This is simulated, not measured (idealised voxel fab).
Presented below is a process module, voxel local oxidation.
The width of the displayed cross-section, cut, is 265 nm; its cells are square, with a size of 5 nm.
Bands, listed from the top down, are how a cross-section gets written in this document; the cross-section itself is a grid of square cells, and a band is one or more rows of them. This entry defines a band. It first specifies the height of the band's top and the height of its bottom in nm, and then specifies the band's materials from left to right, stating each material with its width in nm. The word "edge to edge" identifies a single material that fills the band from edge to edge, while the word "air" identifies empty space. The reference from which all heights are counted is 0, the level beneath which the as-received wafer is entirely one material; the lowest band, having no lower bound, proceeds downward and is written after the example "0 down". When a width is written as two numbers, as in "30->40", the first number is the width in the top row of cells of the band and the second is the width in its bottom row, and the width changes by the same amount from each row to the next. "no change occurred" means the step left every cell of the cross-section as it was. "Sealed void inventory" lists enclosed empty spaces (at least 8 cells, no open path upward to the top), each as width x height at distance from the left edge, in nm. Note: text after step settings on the step line = simulator remark on that step. overlay nm: on a step with a mask, how far right of its planned place the mask lay; negative means left.
Planned step list for the process:
- 1: RECEIVE (material Si)
- 2: OXIDIZE (depth nm 5)
- 3: CONFORMAL_DEP (material SiN; thk nm 10)
- 4: MASKED_ETCH (tone cover; mask id ACTIVE; width nm 130; etch materials SiN; depth nm 10; overlay nm 0)
- 5: SELECTIVE_ETCH (etch materials SiO2; depth nm 5)
- 6: OXIDIZE (depth nm 15)
- 7: STRIP (etch materials SiN)
Concerning the first of two wafers, which was run in accordance with the plan:
Wafer as received: cross-section following step 1:
0 down: Si edge to edge
Sealed void inventory: none
Cross-section of the wafer after step 2:
0 to -5: SiO2 edge to edge
Nothing below the height -5 has changed.
Cross-section of the wafer after step 3:
10 to 0: SiN edge to edge
Nothing below the height 0 has changed.
Cross-section of the wafer after step 4:
10 to 0: air 65 nm | SiN 130 nm | air 70 nm
Nothing below the height 0 has changed.
Cross-section of the wafer after step 5:
10 to 0: air 65 nm | SiN 130 nm | air 70 nm
0 to -5: air 70 nm | SiO2 120 nm | air 75 nm
Nothing below the height -5 has changed.
Cross-section of the wafer after step 6:
10 to 0: air 65 nm | SiN 130 nm | air 70 nm
0 to -5: air 70 nm | SiO2 120 nm | air 75 nm
-5 to -20: SiO2 85 nm | Si 90 nm | SiO2 90 nm
Nothing below the height -20 has changed.
Cross-section of the wafer after step 7:
0 to -5: air 70 nm | SiO2 120 nm | air 75 nm
Nothing below the height -5 has changed.
Second wafer: same start and same plan as the first, one execution error; identical to the first through step 2:
What the second wafer looks like in cross-section when step 3 should have wrapped up: no change occurred
What the second wafer looks like in cross-section when step 4 should have wrapped up: no change occurred
What the second wafer looks like in cross-section when step 5 should have wrapped up:
-5 down: Si edge to edge
What the second wafer looks like in cross-section when step 6 should have wrapped up:
-5 to -20: SiO2 edge to edge
Nothing below the height -20 has changed.
What the second wafer looks like in cross-section when step 7 should have wrapped up: no change occurred
Error vs. plan: yeah, step 3 of the plan got skipped, never ran
End of process, cell counts, second wafer against first, materials with more or fewer: -54 Si | +30 SiO2
